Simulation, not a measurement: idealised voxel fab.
A process module follows: voxel capacitor over wiring.
Xsec cut, 260 nm wide, square cell size 5 nm.
How to read a cross-section here: the picture is a grid of square cells, written as bands going from the top down, and any band can span one or more rows of cells.
The entry gives the band's vertical extent as a top height and a bottom height in nm, then its horizontal make-up as materials from left to right, each with a width in nm. "air" stands for empty space; a single material marked "throughout" fills the band edge to edge.
Note: height 0 marks the level under which the wafer is uniformly one material as received. Lowest band unbounded below, written "0 and below".
A two-number width, for instance "30->40", indicates that the width is equal to the first number in the top row of the band and to the second number in the bottom row, and that it changes by a constant amount per row of cells.
Basically "left unchanged" means that step didn't change any cell in the cross-section.
Entry "Non-vented voids" = empty spaces >= 8 cells with no open way to the top; each as width x height at distance, distance from left edge, all nm.
That trailing text on a step's line, after the settings, is the simulator's own remark on the step.
Regarding "overlay nm": on a step with a mask, it is the distance the mask lay to the right of its planned place; a negative value places it to the left.
-- Intended process steps
1,RECEIVE (material Si)
2,CONFORMAL_DEP (material SiO2; thk nm 15)
3,DIRECTIONAL_DEP (material TiN; thk nm 5)
4,DIRECTIONAL_DEP (material Ru; thk nm 25)
5,PATTERN (tone cover; mask id METAL_1; material resist; width nm 25; pitch nm 95; thk nm 15; overlay nm 0)
6,DIRECTIONAL_ETCH (etch materials Ru; depth nm 25)
7,DIRECTIONAL_ETCH (etch materials TiN; depth nm 5)
8,STRIP (etch materials resist)
9,FILL_DEP (material SiO2; thk nm 5)
10,CMP (height nm 45)
11,CONFORMAL_DEP (material SiCN; thk nm 5)
12,DIRECTIONAL_DEP (material SiO2; thk nm 10)
13,DIRECTIONAL_DEP (material aC; thk nm 10)
14,PATTERN (tone open; mask id PLUG_1; material resist; width nm 15; thk nm 25; overlay nm 0)
15,DIRECTIONAL_ETCH (etch materials aC; depth nm 10)
16,STRIP (etch materials resist)
17,DIRECTIONAL_ETCH (etch materials SiO2; depth nm 10)
18,DIRECTIONAL_ETCH (etch materials SiCN; depth nm 5)
19,STRIP (etch materials aC)
20,EPI (material Ru; thk nm 10)
21,EPI (material Ru; thk nm 5)
22,DIRECTIONAL_DEP (material TiN; thk nm 5)
23,DIRECTIONAL_DEP (material Al2O3; thk nm 5)
24,DIRECTIONAL_DEP (material TiN; thk nm 5)
25,MASKED_ETCH (tone cover; mask id UPPER_PLATE; width nm 75; etch materials TiN; depth nm 5; overlay nm 0)
26,MASKED_ETCH (tone cover; mask id UPPER_PLATE; width nm 75; etch materials Al2O3; depth nm 5; overlay nm 0)
27,DIRECTIONAL_DEP (material aC; thk nm 15)
28,PATTERN (tone cover; mask id LOWER_PLATE; material resist; width nm 85; thk nm 30; overlay nm 0)
29,DIRECTIONAL_ETCH (etch materials aC; depth nm 15)
30,STRIP (etch materials resist)
31,DIRECTIONAL_ETCH (etch materials TiN; depth nm 5)
32,STRIP (etch materials aC)
33,FILL_DEP (material SiO2; thk nm 15)
34,CMP (height nm 85)
35,MASKED_ETCH (tone open; mask id PLUG_2; width nm 15; etch materials SiO2; depth nm 10; overlay nm 0)
36,CONFORMAL_DEP (material TiN; thk nm 5)
37,FILL_DEP (material W; thk nm 5)
38,CMP (height nm 85)
39,CONFORMAL_DEP (material SiN; thk nm 5)
-- What follows covers the first of two wafers; it ran as planned
-- As-received wafer cross-section (after step 1)
> 0 and below: Si throughout
> Non-vented voids: none
-- The wafer in cross-section once step 2 is complete
> 15 down to 0: SiO2 throughout
> Heights below 0 show no change.
-- The wafer in cross-section once step 3 is complete
> 20 down to 15: TiN throughout
> Heights below 15 show no change.
-- The wafer in cross-section once step 4 is complete
> 45 down to 20: Ru throughout
> Heights below 20 show no change.
-- The wafer in cross-section once step 5 is complete
> 60 down to 45: air 70 nm; resist 25 nm; air 70 nm; resist 25 nm; air 70 nm
> Heights below 45 show no change.
-- The wafer in cross-section once step 6 is complete
> 60 down to 45: air 70 nm; resist 25 nm; air 70 nm; resist 25 nm; air 70 nm
> 45 down to 20: air 70 nm; Ru 25 nm; air 70 nm; Ru 25 nm; air 70 nm
> Heights below 20 show no change.
-- The wafer in cross-section once step 7 is complete
> 60 down to 45: air 70 nm; resist 25 nm; air 70 nm; resist 25 nm; air 70 nm
> 45 down to 20: air 70 nm; Ru 25 nm; air 70 nm; Ru 25 nm; air 70 nm
> 20 down to 15: air 70 nm; TiN 25 nm; air 70 nm; TiN 25 nm; air 70 nm
> Heights below 15 show no change.
-- The wafer in cross-section once step 8 is complete
> 45 down to 20: air 70 nm; Ru 25 nm; air 70 nm; Ru 25 nm; air 70 nm
> Heights below 20 show no change.
-- The wafer in cross-section once step 9 is complete
> 50 down to 45: SiO2 throughout
> 45 down to 20: SiO2 70 nm; Ru 25 nm; SiO2 70 nm; Ru 25 nm; SiO2 70 nm
> 20 down to 15: SiO2 70 nm; TiN 25 nm; SiO2 70 nm; TiN 25 nm; SiO2 70 nm
> Heights below 15 show no change.
-- The wafer in cross-section once step 10 is complete
> 45 down to 20: SiO2 70 nm; Ru 25 nm; SiO2 70 nm; Ru 25 nm; SiO2 70 nm
> Heights below 20 show no change.
-- The wafer in cross-section once step 11 is complete
> 50 down to 45: SiCN throughout
> Heights below 45 show no change.
-- The wafer in cross-section once step 12 is complete
> 60 down to 50: SiO2 throughout
> Heights below 50 show no change.
-- The wafer in cross-section once step 13 is complete
> 70 down to 60: aC throughout
> Heights below 60 show no change.
-- The wafer in cross-section once step 14 is complete
> 95 down to 70: resist 80 nm; air 15 nm; resist 165 nm
> Heights below 70 show no change.
-- The wafer in cross-section once step 15 is complete
> 85 down to 70: resist 80 nm; air 15 nm; resist 165 nm
> 70 down to 60: aC 80 nm; air 15 nm; aC 165 nm
> Heights below 60 show no change.
-- The wafer in cross-section once step 16 is complete
> 70 down to 60: aC 80 nm; air 15 nm; aC 165 nm
> Heights below 60 show no change.
-- The wafer in cross-section once step 17 is complete
> 70 down to 60: aC 80 nm; air 15 nm; aC 165 nm
> 60 down to 50: SiO2 80 nm; air 15 nm; SiO2 165 nm
> Heights below 50 show no change.
-- The wafer in cross-section once step 18 is complete
> 70 down to 60: aC 80 nm; air 15 nm; aC 165 nm
> 60 down to 50: SiO2 80 nm; air 15 nm; SiO2 165 nm
> 50 down to 45: SiCN 80 nm; air 15 nm; SiCN 165 nm
> Heights below 45 show no change.
-- The wafer in cross-section once step 19 is complete
> 60 down to 50: SiO2 80 nm; air 15 nm; SiO2 165 nm
> Heights below 50 show no change.
-- The wafer in cross-section once step 20 is complete
> 60 down to 55: SiO2 80 nm; air 15 nm; SiO2 165 nm
> 55 down to 50: SiO2 80 nm; Ru 15 nm; SiO2 165 nm
> 50 down to 45: SiCN 80 nm; Ru 15 nm; SiCN 165 nm
> Heights below 45 show no change.
-- The wafer in cross-section once step 21 is complete
> 60 down to 50: SiO2 80 nm; Ru 15 nm; SiO2 165 nm
> Heights below 50 show no change.
-- The wafer in cross-section once step 22 is complete
> 65 down to 60: TiN throughout
> Heights below 60 show no change.
-- The wafer in cross-section once step 23 is complete
> 70 down to 65: Al2O3 throughout
> Heights below 65 show no change.
-- The wafer in cross-section once step 24 is complete
> 75 down to 70: TiN throughout
> Heights below 70 show no change.
-- The wafer in cross-section once step 25 is complete
> 75 down to 70: air 80 nm; TiN 75 nm; air 105 nm
> Heights below 70 show no change.
-- The wafer in cross-section once step 26 is complete
> 75 down to 70: air 80 nm; TiN 75 nm; air 105 nm
> 70 down to 65: air 80 nm; Al2O3 75 nm; air 105 nm
> Heights below 65 show no change.
-- The wafer in cross-section once step 27 is complete
> 90 down to 80: air 80 nm; aC 75 nm; air 105 nm
> 80 down to 75: aC throughout
> 75 down to 70: aC 80 nm; TiN 75 nm; aC 105 nm
> 70 down to 65: aC 80 nm; Al2O3 75 nm; aC 105 nm
> Heights below 65 show no change.
-- The wafer in cross-section once step 28 is complete
> 120 down to 90: air 75 nm; resist 85 nm; air 100 nm
> 90 down to 80: air 75 nm; resist 5 nm; aC 75 nm; resist 5 nm; air 100 nm
> Heights below 80 show no change.
-- The wafer in cross-section once step 29 is complete
> 105 down to 90: air 75 nm; resist 85 nm; air 100 nm
> 90 down to 80: air 75 nm; resist 5 nm; aC 75 nm; resist 5 nm; air 100 nm
> 80 down to 75: air 75 nm; aC 85 nm; air 100 nm
> 75 down to 70: air 75 nm; aC 5 nm; TiN 75 nm; aC 5 nm; air 100 nm
> 70 down to 65: air 75 nm; aC 5 nm; Al2O3 75 nm; aC 5 nm; air 100 nm
> Heights below 65 show no change.
-- The wafer in cross-section once step 30 is complete
> 90 down to 80: air 80 nm; aC 75 nm; air 105 nm
> Heights below 80 show no change.
-- The wafer in cross-section once step 31 is complete
> 90 down to 80: air 80 nm; aC 75 nm; air 105 nm
> 80 down to 75: air 75 nm; aC 85 nm; air 100 nm
> 75 down to 70: air 75 nm; aC 5 nm; TiN 75 nm; aC 5 nm; air 100 nm
> 70 down to 65: air 75 nm; aC 5 nm; Al2O3 75 nm; aC 5 nm; air 100 nm
> 65 down to 60: air 75 nm; TiN 85 nm; air 100 nm
> Heights below 60 show no change.
-- The wafer in cross-section once step 32 is complete
> 75 down to 70: air 80 nm; TiN 75 nm; air 105 nm
> 70 down to 65: air 80 nm; Al2O3 75 nm; air 105 nm
> Heights below 65 show no change.
-- The wafer in cross-section once step 33 is complete
> 90 down to 75: SiO2 throughout
> 75 down to 70: SiO2 80 nm; TiN 75 nm; SiO2 105 nm
> 70 down to 65: SiO2 80 nm; Al2O3 75 nm; SiO2 105 nm
> 65 down to 60: SiO2 75 nm; TiN 85 nm; SiO2 100 nm
> Heights below 60 show no change.
-- The wafer in cross-section once step 34 is complete
> 85 down to 75: SiO2 throughout
> Heights below 75 show no change.
-- The wafer in cross-section once step 35 is complete
> 85 down to 75: SiO2 90 nm; air 15 nm; SiO2 155 nm
> Heights below 75 show no change.
-- The wafer in cross-section once step 36 is complete
> 90 down to 85: TiN 95 nm; air 5 nm; TiN 160 nm
> 85 down to 80: SiO2 90 nm; TiN 5 nm; air 5 nm; TiN 5 nm; SiO2 155 nm
> 80 down to 70: SiO2 90->80 nm; TiN 15->75 nm; SiO2 155->105 nm
> Heights below 70 show no change.
-- The wafer in cross-section once step 37 is complete
> 95 down to 90: W throughout
> 90 down to 85: TiN 95 nm; W 5 nm; TiN 160 nm
> 85 down to 80: SiO2 90 nm; TiN 5 nm; W 5 nm; TiN 5 nm; SiO2 155 nm
> Heights below 80 show no change.
-- The wafer in cross-section once step 38 is complete
> 85 down to 80: SiO2 90 nm; TiN 5 nm; W 5 nm; TiN 5 nm; SiO2 155 nm
> Heights below 80 show no change.
-- The wafer in cross-section once step 39 is complete
> 90 down to 85: SiN throughout
> Heights below 85 show no change.
-- Okay, second wafer. Nothing different at the start, nothing different in the plan, just one mistake somewhere in the running. As far as step 24, counting that step, it's the first wafer all over again
-- Here is the second wafer in cross-section at the point where step 25 of the plan should have been done
> 75 down to 70: air 75 nm; TiN 85 nm; air 100 nm
> Heights below 70 show no change.
-- Here is the second wafer in cross-section at the point where step 26 of the plan should have been done
> 75 down to 70: air 75 nm; TiN 85 nm; air 100 nm
> 70 down to 65: air 75 nm; Al2O3 85 nm; air 100 nm
> Heights below 65 show no change.
-- Here is the second wafer in cross-section at the point where step 27 of the plan should have been done
> 90 down to 80: air 75 nm; aC 85 nm; air 100 nm
> 80 down to 75: aC throughout
> 75 down to 70: aC 75 nm; TiN 85 nm; aC 100 nm
> 70 down to 65: aC 75 nm; Al2O3 85 nm; aC 100 nm
> Heights below 65 show no change.
-- Here is the second wafer in cross-section at the point where step 28 of the plan should have been done
> 120 down to 90: air 75 nm; resist 85 nm; air 100 nm
> Heights below 90 show no change.
-- Here is the second wafer in cross-section at the point where step 29 of the plan should have been done
> 105 down to 90: air 75 nm; resist 85 nm; air 100 nm
> 90 down to 75: air 75 nm; aC 85 nm; air 100 nm
> 75 down to 70: air 75 nm; TiN 85 nm; air 100 nm
> 70 down to 65: air 75 nm; Al2O3 85 nm; air 100 nm
> Heights below 65 show no change.
-- Here is the second wafer in cross-section at the point where step 30 of the plan should have been done
> 90 down to 75: air 75 nm; aC 85 nm; air 100 nm
> Heights below 75 show no change.
-- Here is the second wafer in cross-section at the point where step 31 of the plan should have been done
> 90 down to 75: air 75 nm; aC 85 nm; air 100 nm
> 75 down to 70: air 75 nm; TiN 85 nm; air 100 nm
> 70 down to 65: air 75 nm; Al2O3 85 nm; air 100 nm
> 65 down to 60: air 75 nm; TiN 85 nm; air 100 nm
> Heights below 60 show no change.
-- Here is the second wafer in cross-section at the point where step 32 of the plan should have been done
> 75 down to 70: air 75 nm; TiN 85 nm; air 100 nm
> Heights below 70 show no change.
-- Here is the second wafer in cross-section at the point where step 33 of the plan should have been done
> 90 down to 75: SiO2 throughout
> 75 down to 70: SiO2 75 nm; TiN 85 nm; SiO2 100 nm
> 70 down to 65: SiO2 75 nm; Al2O3 85 nm; SiO2 100 nm
> 65 down to 60: SiO2 75 nm; TiN 85 nm; SiO2 100 nm
> Heights below 60 show no change.
-- Here is the second wafer in cross-section at the point where step 34 of the plan should have been done
> 85 down to 75: SiO2 throughout
> Heights below 75 show no change.
-- Here is the second wafer in cross-section at the point where step 35 of the plan should have been done
> 85 down to 75: SiO2 90 nm; air 15 nm; SiO2 155 nm
> Heights below 75 show no change.
-- Here is the second wafer in cross-section at the point where step 36 of the plan should have been done
> 90 down to 85: TiN 95 nm; air 5 nm; TiN 160 nm
> 85 down to 80: SiO2 90 nm; TiN 5 nm; air 5 nm; TiN 5 nm; SiO2 155 nm
> 80 down to 70: SiO2 90->75 nm; TiN 15->85 nm; SiO2 155->100 nm
> Heights below 70 show no change.
-- Here is the second wafer in cross-section at the point where step 37 of the plan should have been done
> 95 down to 90: W throughout
> 90 down to 85: TiN 95 nm; W 5 nm; TiN 160 nm
> 85 down to 80: SiO2 90 nm; TiN 5 nm; W 5 nm; TiN 5 nm; SiO2 155 nm
> Heights below 80 show no change.
-- Here is the second wafer in cross-section at the point where step 38 of the plan should have been done
> 85 down to 80: SiO2 90 nm; TiN 5 nm; W 5 nm; TiN 5 nm; SiO2 155 nm
> Heights below 80 show no change.
-- Here is the second wafer in cross-section at the point where step 39 of the plan should have been done
> 90 down to 85: SiN throughout
> Heights below 85 show no change.
Nonconformance to the process plan: rather than as planned, step 25 actually ran as MASKED_ETCH (tone cover; mask id UPPER_PLATE; width nm 85; etch materials TiN; depth nm 5; overlay nm 0)
Upon completion, the second wafer contains, in terms of cells, a greater or smaller amount of certain materials than the first wafer: 2 more of Al2O3; 4 fewer of SiO2; 2 more of TiN
